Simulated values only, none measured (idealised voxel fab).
You're looking at the process module voxel plated lines.
The figure presents cross-section cut, which has a width of 190 nm and is divided into square cells with an edge length of 5 nm.
Square cells in a grid make up a cross-section in this document, and the grid is given as bands, listed from the top down, each one or more rows of cells.
Read a band's entry like this: the first values are the height of its top and the height of its bottom in nm, and what follows is the sequence of materials from left to right, each with its width in nm. Note that "empty" is empty space, and that a single material marked "full width" reaches across the band from edge to edge.
Convention: height 0 is the level below which the wafer, as received, is all one material. The lowest band does not terminate at the bottom but continues downward, represented as "0 -> down".
With a width like "30 to 40", each row of cells in the band differs from the next by the same amount, the top row carrying the first number and the bottom row the second.
"nothing different" -> step changed no cross-section cell.
"Closed cavity list" means: voids of 8 cells or more that are shut off from the top with no open way through. Written width x height at distance, distance from the left edge, in nm.
Formally, on a step line, whatever follows the settings is a remark that the simulator itself makes on the step.
overlay nm: mask right of planned place by this much (step with mask). Neg. = left.

The process steps that were planned are listed below:
1: RECEIVE (material Si)
2: CONFORMAL_DEP (material Al2O3; thk nm 15)
3: DIRECTIONAL_DEP (material TiN; thk nm 5)
4: PATTERN (tone open; mask id LINES; material resist; width nm 20; pitch nm 40; thk nm 15; overlay nm 0)
5: EPI (material Ru; thk nm 10)
6: STRIP (etch materials resist)
7: DIRECTIONAL_ETCH (etch materials TiN; depth nm 5)
8: CONFORMAL_DEP (material SiCN; thk nm 5)

Here's what the wafer looked like in cross-section when it arrived - that's after step 1:
* 0 -> down = Si full width
* Closed cavity list: none

The following cross-section depicts the wafer upon conclusion of the module. Processing commenced from the starting condition illustrated above and adhered to the plan illustrated above, save for one mistake in execution:
* 25 -> 20 = SiCN full width
* 20 -> 5 = Al2O3 full width
* 5 -> 0 = TiN full width
* 0 -> down = Si full width
* Closed cavity list: none
Deviation from plan: the run placed steps 2 and 3 each in the position the plan gave to the other
